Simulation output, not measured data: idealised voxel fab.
process module | voxel capacitor over wiring
cross-section cut | 260 nm wide | cells 5 nm
A cross-section is a grid of square cells, given in bands from the top down. A band is one or more rows of cells.
Each band's line starts with the height of the band's top and of its bottom, in nm. Then come its materials from left to right, each with its width in nm. One material with "throughout" fills the band from edge to edge. "air" is empty space.
Height 0 is the level under which the wafer as received is all one material. The lowest band goes on downwards, as in "0 down".
A width such as "30 to 40" changes by the same amount from each row of cells to the next, from the band's top row to its bottom row.
"no change" after a step means that no cell of the cross-section changed.
closed voids: empty space of 8 cells or more with no open way to the top, each as width x height at its distance from the left edge, in nm
after a step's settings: what the simulator itself notes on the step
overlay nm, on a step with a mask: how far to the right of its planned place the mask lay; to the left if negative
plan
1 op RECEIVE | material Si
2 op CONFORMAL_DEP | material SiO2 | thk nm 15
3 op CONFORMAL_DEP | material SiCN | thk nm 5
4 op DIRECTIONAL_DEP | material SiO2 | thk nm 15
5 op MASKED_ETCH | tone open | mask id METAL_1 | width nm 30 | pitch nm 100 | etch materials SiO2 | depth nm 15 | overlay nm 0
6 op MASKED_ETCH | tone open | mask id METAL_1 | width nm 30 | pitch nm 100 | etch materials SiCN | depth nm 5 | overlay nm 0
7 op CONFORMAL_DEP | material TiN | thk nm 5
8 op FILL_DEP | material Cu | thk nm 5
9 op CMP | height nm 35
10 op EPI | material Ru | thk nm 5
11 op FILL_DEP | material SiCN | thk nm 5
12 op DIRECTIONAL_DEP | material SiO2 | thk nm 15
13 op MASKED_ETCH | tone open | mask id PLUG_1 | width nm 15 | etch materials SiO2 | depth nm 15 | overlay nm 0
14 op MASKED_ETCH | tone open | mask id PLUG_1 | width nm 15 | etch materials SiCN | depth nm 5 | overlay nm 0
15 op EPI | material Ru | thk nm 10
16 op EPI | material Ru | thk nm 10
17 op DIRECTIONAL_DEP | material TiN | thk nm 5
18 op DIRECTIONAL_DEP | material Al2O3 | thk nm 5
19 op DIRECTIONAL_DEP | material TiN | thk nm 10
20 op MASKED_ETCH | tone cover | mask id UPPER_PLATE | width nm 75 | etch materials TiN | depth nm 10 | overlay nm 0
21 op MASKED_ETCH | tone cover | mask id UPPER_PLATE | width nm 75 | etch materials Al2O3 | depth nm 5 | overlay nm 0
22 op PATTERN | tone cover | mask id LOWER_PLATE | material resist | width nm 85 | thk nm 15 | overlay nm 0
23 op DIRECTIONAL_ETCH | etch materials TiN | depth nm 5
24 op STRIP | etch materials resist
25 op FILL_DEP | material SiO2 | thk nm 20
26 op CMP | height nm 95
27 op PATTERN | tone open | mask id PLUG_2 | material resist | width nm 15 | thk nm 15 | overlay nm 0
28 op DIRECTIONAL_ETCH | etch materials SiO2 | depth nm 15
29 op STRIP | etch materials resist
30 op CONFORMAL_DEP | material TiN | thk nm 5
31 op FILL_DEP | material Ru | thk nm 10
32 op CMP | height nm 95
33 op CONFORMAL_DEP | material SiN | thk nm 5
as received, after step 1
  0 down: Si throughout
  closed voids: none
a wafer at the end: this start, this plan, one mistake
  100 to 95: SiN throughout
  95 to 85: SiO2 90 | TiN 5 | Ru 5 | TiN 5 | SiO2 155
  85 to 80: SiO2 90 | TiN 15 | SiO2 155
  80 to 75: SiO2 throughout
  75 to 65: SiO2 80 | TiN 75 | SiO2 105
  65 to 60: SiO2 80 | Al2O3 75 | SiO2 105
  60 to 45: SiO2 80 | Ru 15 | SiO2 165
  45 to 40: SiCN 80 | Ru 15 | SiCN 165
  40 to 35: SiCN 60 | Ru 40 | SiCN 60 | Ru 40 | SiCN 60
  35 to 20: SiO2 65 | TiN 5 | Cu 20 | TiN 5 | SiO2 70 | TiN 5 | Cu 20 | TiN 5 | SiO2 65
  20 to 15: SiCN 65 | TiN 30 | SiCN 70 | TiN 30 | SiCN 65
  15 to 0: SiO2 throughout
  0 down: Si throughout
  closed voids: none
what went wrong: step 17 was left out
